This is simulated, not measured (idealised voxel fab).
Process module under the name voxel double patterning
Section cut is 255 nm wide and gridded with 5 nm square cells.
Square cells in a grid make up a cross-section in this document, and the grid is given as bands, listed from the top down, each one or more rows of cells.
Read a band's entry like this: the first values are the height of its top and the height of its bottom in nm, and what follows is the sequence of materials from left to right, each with its width in nm. Note that "empty" is empty space, and that a single material marked "everywhere" reaches across the band from edge to edge.
Height datum 0, below which the as-received substrate wafer is one material. Lowest band open at the bottom, running downward: "0 down".
Graded width ("30..40"): value in top row of band = first number; value in bottom row = second number; row-to-row change constant.
Where the words "everything unchanged" appear for a step, the cross-section shows no cell changed by that step; every cell remained as before.
Enclosed voids (no open way to top), threshold 8 cells or more, entry "Completely enclosed voids", notation width x height at distance, distance from left edge, nm.
Note: text after step settings on the step line = simulator remark on that step.
overlay nm: where the mask lay relative to plan, measured to the right, on steps with a mask; negatives go left.
**The following list gives the planned process steps**
1) RECEIVE,material Si
2) CONFORMAL_DEP,material SiO2,thk nm 5
3) DIRECTIONAL_DEP,material W,thk nm 15
4) DIRECTIONAL_DEP,material SiCN,thk nm 10
5) DIRECTIONAL_DEP,material aC,thk nm 15
6) PATTERN,tone open,mask id FIRST,material resist,width nm 15,pitch nm 50,thk nm 30,overlay nm 0
7) DIRECTIONAL_ETCH,etch materials aC,depth nm 15
8) STRIP,etch materials resist
9) DIRECTIONAL_ETCH,etch materials SiCN,depth nm 10
10) STRIP,etch materials aC
11) PATTERN,tone open,mask id SECOND,material resist,width nm 15,thk nm 20,overlay nm 0
12) DIRECTIONAL_ETCH,etch materials SiCN,depth nm 10
13) STRIP,etch materials resist
14) DIRECTIONAL_ETCH,etch materials W,depth nm 15
15) STRIP,etch materials SiCN
**Received-state cross-section, reflecting completion of step 1**
	0 down: Si everywhere
	Completely enclosed voids: none
**What the wafer looks like in cross-section after this module, when it starts as shown above and follows the plan above but one mistake is made in running it**
	20 to 15: SiO2 everywhere
	15 to 0: W everywhere
	0 down: Si everywhere
	Completely enclosed voids: none
Error vs. plan: the processing plan was not followed for steps 2 and 3, which were run with their positions exchanged
